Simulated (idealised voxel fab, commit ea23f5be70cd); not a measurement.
process module | voxel transistor to metal
cross-section cut | 150 nm wide | cells 5 nm
A cross-section is a grid of square cells, given in bands from the top down. A band is one or more rows of cells.
Each band's line starts with the height of the band's top and of its bottom, in nm. Then come its materials from left to right, each with its width in nm. One material with "throughout" fills the band from edge to edge. "air" is empty space.
Height 0 is the level under which the wafer as received is all one material. The lowest band goes on downwards, as in "0 down".
A width such as "30 to 40" changes by the same amount from each row of cells to the next, from the band's top row to its bottom row.
"no change" after a step means that no cell of the cross-section changed.
closed voids: empty space of 8 cells or more with no open way to the top, each as width x height at its distance from the left edge, in nm
after a step's settings: what the simulator itself notes on the step
overlay nm, on a step with a mask: how far to the right of its planned place the mask lay; to the left if negative
plan
1 op RECEIVE | material Si
2 op OXIDIZE | depth nm 5
3 op CONFORMAL_DEP | material SiN | thk nm 10
4 op PATTERN | tone cover | mask id ACTIVE | material resist | width nm 95 | thk nm 20 | overlay nm 0
5 op DIRECTIONAL_ETCH | etch materials SiN | depth nm 10
6 op DIRECTIONAL_ETCH | etch materials SiO2 | depth nm 5
7 op DIRECTIONAL_ETCH | etch materials Si | depth nm 35
8 op STRIP | etch materials resist
9 op FILL_DEP | material SiO2 | thk nm 5
10 op CMP | height nm 10
11 op SELECTIVE_ETCH | etch materials SiO2 | depth nm 10
12 op STRIP | etch materials SiN
13 op SELECTIVE_ETCH | etch materials SiO2 | depth nm 5
14 op OXIDIZE | depth nm 5
15 op DIRECTIONAL_DEP | material polySi | thk nm 30
16 op DIRECTIONAL_DEP | material SiCN | thk nm 10
17 op MASKED_ETCH | tone cover | mask id GATE | width nm 25 | etch materials SiCN | depth nm 20 | overlay nm 0
18 op MASKED_ETCH | tone cover | mask id GATE | width nm 25 | etch materials polySi | depth nm 40 | overlay nm 0
19 op CONFORMAL_DEP | material SiO2 | thk nm 5
20 op DIRECTIONAL_ETCH | etch materials SiO2 | depth nm 5
21 op CONFORMAL_DEP | material SiN | thk nm 5
22 op DIRECTIONAL_ETCH | etch materials SiN | depth nm 5
23 op DIRECTIONAL_ETCH | etch materials SiO2 | depth nm 5
24 op DIRECTIONAL_ETCH | etch materials Si | depth nm 5
25 op EPI | material SiGe | thk nm 10
26 op FILL_DEP | material SiO2 | thk nm 10
27 op CMP | height nm 25
28 op STRIP | etch materials polySi
29 op SELECTIVE_ETCH | etch materials SiO2 | depth nm 5
30 op CONFORMAL_DEP | material HfO2 | thk nm 5
31 op CONFORMAL_DEP | material TiN | thk nm 5
32 op FILL_DEP | material W | thk nm 10
33 op CMP | height nm 20
34 op DIRECTIONAL_DEP | material SiO2 | thk nm 15
35 op MASKED_ETCH | tone open | mask id CONTACT | width nm 15 | pitch nm 70 | etch materials SiO2 | depth nm 40 | overlay nm 0
36 op CONFORMAL_DEP | material TiN | thk nm 5
37 op FILL_DEP | material Ru | thk nm 10
38 op CMP | height nm 35
39 op CONFORMAL_DEP | material SiCN | thk nm 5
40 op DIRECTIONAL_DEP | material SiO2 | thk nm 20
41 op PATTERN | tone open | mask id METAL_1 | material resist | width nm 15 | pitch nm 70 | thk nm 15 | overlay nm 0
42 op DIRECTIONAL_ETCH | etch materials SiO2 | depth nm 20
43 op DIRECTIONAL_ETCH | etch materials SiCN | depth nm 5
44 op STRIP | etch materials resist
45 op CONFORMAL_DEP | material TiN | thk nm 5
46 op FILL_DEP | material Cu | thk nm 10
47 op CMP | height nm 60
48 op CONFORMAL_DEP | material SiN | thk nm 5
as received, after step 1
  0 down: Si throughout
  closed voids: none
first wafer at the end, as planned
  65 to 60: SiN throughout
  60 to 40: SiO2 30 | TiN 5 | Cu 5 | TiN 5 | SiO2 55 | TiN 5 | Cu 5 | TiN 5 | SiO2 35
  40 to 35: SiCN 30 | TiN 15 | SiCN 55 | TiN 15 | SiCN 35
  35 to 20: SiO2 30 | TiN 5 | Ru 5 | TiN 5 | SiO2 55 | TiN 5 | Ru 5 | TiN 5 | SiO2 35
  20 to 5: SiO2 30 | TiN 5 | Ru 5 | TiN 5 | SiO2 5 | SiN 5 | HfO2 5 | TiN 5 | W 15 | TiN 5 | HfO2 5 | SiN 5 | SiO2 5 | TiN 5 | Ru 5 | TiN 5 | SiO2 35
  5 to 0: SiO2 30 | TiN 15 | SiO2 5 | SiN 5 | HfO2 5 | TiN 5 | W 15 | TiN 5 | HfO2 5 | SiN 5 | SiO2 5 | TiN 15 | SiO2 35
  0 to -5: SiO2 30 | TiN 10 | SiGe 10 | SiN 5 | HfO2 5 | TiN 25 | HfO2 5 | SiN 5 | SiGe 10 | TiN 10 | SiO2 35
  -5 to -10: SiO2 20 | SiGe 30 | SiO2 5 | HfO2 35 | SiO2 5 | SiGe 30 | SiO2 25
  -10 to -15: SiO2 25 | SiGe 25 | Si 45 | SiGe 25 | SiO2 30
  -15 to -40: SiO2 25 | Si 95 | SiO2 30
  -40 down: Si throughout
  closed voids: none
second wafer at the end: like start, like plan, one mistake
  65 to 60: SiN throughout
  60 to 40: SiO2 30 | TiN 5 | Cu 5 | TiN 5 | SiO2 55 | TiN 5 | Cu 5 | TiN 5 | SiO2 35
  40 to 35: SiCN 30 | TiN 15 | SiCN 55 | TiN 15 | SiCN 35
  35 to 20: SiO2 30 | TiN 5 | Ru 5 | TiN 5 | SiO2 55 | TiN 5 | Ru 5 | TiN 5 | SiO2 35
  20 to 15: SiO2 30 | TiN 5 | Ru 5 | TiN 5 | SiO2 5 | SiN 5 | HfO2 5 | TiN 5 | W 15 | TiN 5 | HfO2 5 | SiN 5 | SiO2 5 | TiN 5 | Ru 5 | TiN 5 | SiO2 35
  15 to 10: SiO2 30 | TiN 15 | SiO2 5 | SiN 5 | HfO2 5 | TiN 5 | W 15 | TiN 5 | HfO2 5 | SiN 5 | SiO2 5 | TiN 15 | SiO2 35
  10 to 0: SiO2 50 | SiN 5 | HfO2 5 | TiN 5 | W 15 | TiN 5 | HfO2 5 | SiN 5 | SiO2 55
  0 to -5: SiO2 40 | SiGe 10 | SiN 5 | HfO2 5 | TiN 25 | HfO2 5 | SiN 5 | SiGe 10 | SiO2 45
  -5 to -10: SiO2 20 | SiGe 30 | SiO2 5 | HfO2 35 | SiO2 5 | SiGe 30 | SiO2 25
  -10 to -15: SiO2 25 | SiGe 25 | Si 45 | SiGe 25 | SiO2 30
  -15 to -40: SiO2 25 | Si 95 | SiO2 30
  -40 down: Si throughout
  closed voids: none
what went wrong: step 34 was run twice
at the end the second wafer has, in cells: 4 fewer of Ru | 16 more of SiO2 | 12 fewer of TiN
